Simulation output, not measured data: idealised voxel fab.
The process module presented herein is designated voxel wiring stack.
We display cut, a cross-section 230 nm in width whose square cells are each 5 nm.
A cross-section is written here as square cells arranged in a grid, and it is given in bands from the top down, each band taking up one or more rows of cells.
First you get the band's top height and its bottom height, in nm, and then the materials it's made of, left to right, with each width in nm. If you see a single material with "full width", that one covers the band edge to edge. "empty" is empty space.
Convention: height 0 is the level below which the wafer, as received, is all one material. The lowest band does not terminate at the bottom but continues downward, represented as "0 and below".
Quick explanation for "30..40": the width changes in equal steps down the rows of cells, from the first number in the band's top row to the second number in its bottom row.
"left unchanged" for a step: no cell of the cross-section changed in that step.
Closed empty spaces (no open way to the top) of 8 cells or more are what "Enclosed internal voids" lists, each as width x height at distance from the left edge, nm for all three.
Note: text after step settings on the step line = simulator remark on that step.
overlay nm: step with mask; distance mask lay right of planned place; negative value = left of planned place.
Steps in the process plan
1 RECEIVE, material Si
2 CONFORMAL_DEP, material SiO2, thk nm 15
3 CONFORMAL_DEP, material SiN, thk nm 5
4 DIRECTIONAL_DEP, material SiO2, thk nm 20
5 DIRECTIONAL_DEP, material aC, thk nm 10
6 PATTERN, tone open, mask id METAL_1, material resist, width nm 20, pitch nm 50, thk nm 25, overlay nm -15
7 DIRECTIONAL_ETCH, etch materials aC, depth nm 10
8 STRIP, etch materials resist
9 DIRECTIONAL_ETCH, etch materials SiO2, depth nm 20
10 DIRECTIONAL_ETCH, etch materials SiN, depth nm 5
11 STRIP, etch materials aC
12 CONFORMAL_DEP, material TiN, thk nm 5
13 FILL_DEP, material W, thk nm 10
14 CMP, height nm 40
15 EPI, material Ru, thk nm 5
16 FILL_DEP, material SiCN, thk nm 5
17 DIRECTIONAL_DEP, material lowk, thk nm 30
18 MASKED_ETCH, tone open, mask id METAL_2_HOLES, width nm 15, pitch nm 50, etch materials lowk, depth nm 30, overlay nm 0
19 MASKED_ETCH, tone open, mask id METAL_2, width nm 20, pitch nm 50, etch materials lowk, depth nm 15, overlay nm 0
20 MASKED_ETCH, tone open, mask id METAL_2, width nm 20, pitch nm 50, etch materials SiCN, depth nm 5, overlay nm 0
21 CONFORMAL_DEP, material TiN, thk nm 5
22 FILL_DEP, material Cu, thk nm 5
23 CMP, height nm 80
24 CONFORMAL_DEP, material SiCN, thk nm 5
25 DIRECTIONAL_DEP, material lowk, thk nm 25
26 PATTERN, tone open, mask id METAL_3, material resist, width nm 20, pitch nm 50, thk nm 20, overlay nm 0
27 DIRECTIONAL_ETCH, etch materials lowk, depth nm 15
28 STRIP, etch materials resist
29 PATTERN, tone open, mask id METAL_3_HOLES, material resist, width nm 15, pitch nm 50, thk nm 20, overlay nm 0
30 DIRECTIONAL_ETCH, etch materials lowk, depth nm 10
31 DIRECTIONAL_ETCH, etch materials SiCN, depth nm 5
32 STRIP, etch materials resist
33 CONFORMAL_DEP, material TiN, thk nm 5
34 FILL_DEP, material Ru, thk nm 10
35 CMP, height nm 110
36 CONFORMAL_DEP, material SiN, thk nm 5
varied across the wafers: overlay nm of step 6. The plan shows the first wafer's value. All wafers start alike
This is how the first of several wafers looked in cross-section when it arrived, which is after step 1
- 0 and below: Si full width
- Enclosed internal voids: none
Cross-section of the first of several wafers, taken after step 36, where the module ends
- 115 down to 110: SiN full width
- 110 down to 100: lowk 80 nm, then TiN 5 nm, then Ru 10 nm, then TiN 5 nm, then lowk 30 nm, then TiN 5 nm, then Ru 10 nm, then TiN 5 nm, then lowk 80 nm
- 100 down to 95: lowk 80 nm, then TiN 5 nm, then Ru 5 nm, then TiN 10 nm, then lowk 30 nm, then TiN 5 nm, then Ru 5 nm, then TiN 10 nm, then lowk 80 nm
- 95 down to 85: lowk 80 nm, then TiN 5 nm, then Ru 5 nm, then TiN 5 nm, then lowk 35 nm, then TiN 5 nm, then Ru 5 nm, then TiN 5 nm, then lowk 85 nm
- 85 down to 80: SiCN 80 nm, then TiN 15 nm, then SiCN 35 nm, then TiN 15 nm, then SiCN 85 nm
- 80 down to 70: lowk 80 nm, then TiN 5 nm, then Cu 10 nm, then TiN 5 nm, then lowk 30 nm, then TiN 5 nm, then Cu 10 nm, then TiN 5 nm, then lowk 80 nm
- 70 down to 65: lowk 80 nm, then TiN 5 nm, then Cu 5 nm, then TiN 10 nm, then lowk 30 nm, then TiN 5 nm, then Cu 5 nm, then TiN 10 nm, then lowk 80 nm
- 65 down to 50: lowk 80 nm, then TiN 5 nm, then Cu 5 nm, then TiN 5 nm, then lowk 35 nm, then TiN 5 nm, then Cu 5 nm, then TiN 5 nm, then lowk 85 nm
- 50 down to 45: SiCN 80 nm, then TiN 15 nm, then SiCN 35 nm, then TiN 15 nm, then SiCN 85 nm
- 45 down to 40: SiCN 60 nm, then Ru 30 nm, then SiCN 20 nm, then Ru 30 nm, then SiCN 90 nm
- 40 down to 20: SiO2 65 nm, then TiN 5 nm, then W 10 nm, then TiN 5 nm, then SiO2 30 nm, then TiN 5 nm, then W 10 nm, then TiN 5 nm, then SiO2 95 nm
- 20 down to 15: SiN 65 nm, then TiN 20 nm, then SiN 30 nm, then TiN 20 nm, then SiN 95 nm
- 15 down to 0: SiO2 full width
- 0 and below: Si full width
- Enclosed internal voids: none
Last-wafer cross-section at the end of the module
- 115 down to 110: SiN full width
- 110 down to 100: lowk 80 nm, then TiN 5 nm, then Ru 10 nm, then TiN 5 nm, then lowk 30 nm, then TiN 5 nm, then Ru 10 nm, then TiN 5 nm, then lowk 80 nm
- 100 down to 95: lowk 80 nm, then TiN 5 nm, then Ru 5 nm, then TiN 10 nm, then lowk 30 nm, then TiN 5 nm, then Ru 5 nm, then TiN 10 nm, then lowk 80 nm
- 95 down to 85: lowk 80 nm, then TiN 5 nm, then Ru 5 nm, then TiN 5 nm, then lowk 35 nm, then TiN 5 nm, then Ru 5 nm, then TiN 5 nm, then lowk 85 nm
- 85 down to 80: SiCN 80 nm, then TiN 15 nm, then SiCN 35 nm, then TiN 15 nm, then SiCN 85 nm
- 80 down to 70: lowk 80 nm, then TiN 5 nm, then Cu 10 nm, then TiN 5 nm, then lowk 30 nm, then TiN 5 nm, then Cu 10 nm, then TiN 5 nm, then lowk 80 nm
- 70 down to 65: lowk 80 nm, then TiN 5 nm, then Cu 5 nm, then TiN 10 nm, then lowk 30 nm, then TiN 5 nm, then Cu 5 nm, then TiN 10 nm, then lowk 80 nm
- 65 down to 50: lowk 80 nm, then TiN 5 nm, then Cu 5 nm, then TiN 5 nm, then lowk 35 nm, then TiN 5 nm, then Cu 5 nm, then TiN 5 nm, then lowk 85 nm
- 50 down to 45: SiCN 80 nm, then TiN 15 nm, then SiCN 35 nm, then TiN 15 nm, then SiCN 85 nm
- 45 down to 40: SiCN 90 nm, then Ru 30 nm, then SiCN 20 nm, then Ru 30 nm, then SiCN 60 nm
- 40 down to 20: SiO2 95 nm, then TiN 5 nm, then W 10 nm, then TiN 5 nm, then SiO2 30 nm, then TiN 5 nm, then W 10 nm, then TiN 5 nm, then SiO2 65 nm
- 20 down to 15: SiN 95 nm, then TiN 20 nm, then SiN 30 nm, then TiN 20 nm, then SiN 65 nm
- 15 down to 0: SiO2 full width
- 0 and below: Si full width
- Enclosed internal voids: none
The rows of the table below are wafers. Looking at the end of the module, a row counts, for every material, the cells the wafer has gained, shown as (+), or lost, shown as (-), since it was received; its closed voids come next
overlay nm -15; +16 Cu; +26 Ru; +114 SiCN; +84 SiN; +290 SiO2; +84 TiN; +16 W; +428 lowk; Enclosed internal voids: none
overlay nm -10; +16 Cu; +26 Ru; +114 SiCN; +84 SiN; +290 SiO2; +84 TiN; +16 W; +428 lowk; Enclosed internal voids: none
overlay nm -5; +16 Cu; +26 Ru; +114 SiCN; +84 SiN; +290 SiO2; +84 TiN; +16 W; +428 lowk; Enclosed internal voids: none
overlay nm 0; +16 Cu; +26 Ru; +114 SiCN; +84 SiN; +290 SiO2; +84 TiN; +16 W; +428 lowk; Enclosed internal voids: none
overlay nm 5; +16 Cu; +26 Ru; +114 SiCN; +84 SiN; +290 SiO2; +84 TiN; +16 W; +428 lowk; Enclosed internal voids: none
overlay nm 10; +16 Cu; +26 Ru; +114 SiCN; +84 SiN; +290 SiO2; +84 TiN; +16 W; +428 lowk; Enclosed internal voids: none
overlay nm 15; +16 Cu; +26 Ru; +114 SiCN; +84 SiN; +290 SiO2; +84 TiN; +16 W; +428 lowk; Enclosed internal voids: none
